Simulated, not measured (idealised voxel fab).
process module | voxel plated lines
cross-section cut | 300 nm wide | cells 5 nm
A cross-section is a grid of square cells, given in bands from the top down. A band is one or more rows of cells.
Each band's line starts with the height of the band's top and of its bottom, in nm. Then come its materials from left to right, each with its width in nm. One material with "throughout" fills the band from edge to edge. "air" is empty space.
Height 0 is the level under which the wafer as received is all one material. The lowest band goes on downwards, as in "0 down".
A width such as "30 to 40" changes by the same amount from each row of cells to the next, from the band's top row to its bottom row.
"no change" after a step means that no cell of the cross-section changed.
closed voids: empty space of 8 cells or more with no open way to the top, each as width x height at its distance from the left edge, in nm
after a step's settings: what the simulator itself notes on the step
overlay nm, on a step with a mask: how far to the right of its planned place the mask lay; to the left if negative
plan
1 op RECEIVE | material Si
2 op CONFORMAL_DEP | material Al2O3 | thk nm 15
3 op DIRECTIONAL_DEP | material TiN | thk nm 5
4 op PATTERN | tone open | mask id LINES | material resist | width nm 25 | pitch nm 55 | thk nm 35 | overlay nm 0
5 op EPI | material Ru | thk nm 5
6 op EPI | material Ru | thk nm 5
7 op EPI | material Ru | thk nm 5
8 op STRIP | etch materials resist
9 op DIRECTIONAL_ETCH | etch materials TiN | depth nm 5
10 op CONFORMAL_DEP | material SiN | thk nm 10
as received, after step 1
  0 down: Si throughout
  closed voids: none
first wafer at the end, as planned
  45 to 35: air 100 | SiN 45 | air 10 | SiN 45 | air 100
  35 to 25: air 100 | SiN 10 | Ru 25 | SiN 10 | air 10 | SiN 10 | Ru 25 | SiN 10 | air 100
  25 to 20: SiN 110 | Ru 25 | SiN 30 | Ru 25 | SiN 110
  20 to 15: SiN 110 | TiN 25 | SiN 30 | TiN 25 | SiN 110
  15 to 0: Al2O3 throughout
  0 down: Si throughout
  closed voids: none
second wafer at the end: like start, like plan, one mistake
  25 to 15: SiN throughout
  15 to 0: Al2O3 throughout
  0 down: Si throughout
  closed voids: none
what went wrong: step 3 was left out
at the end the second wafer has, in cells: 30 fewer of Ru | 32 fewer of SiN | 10 fewer of TiN
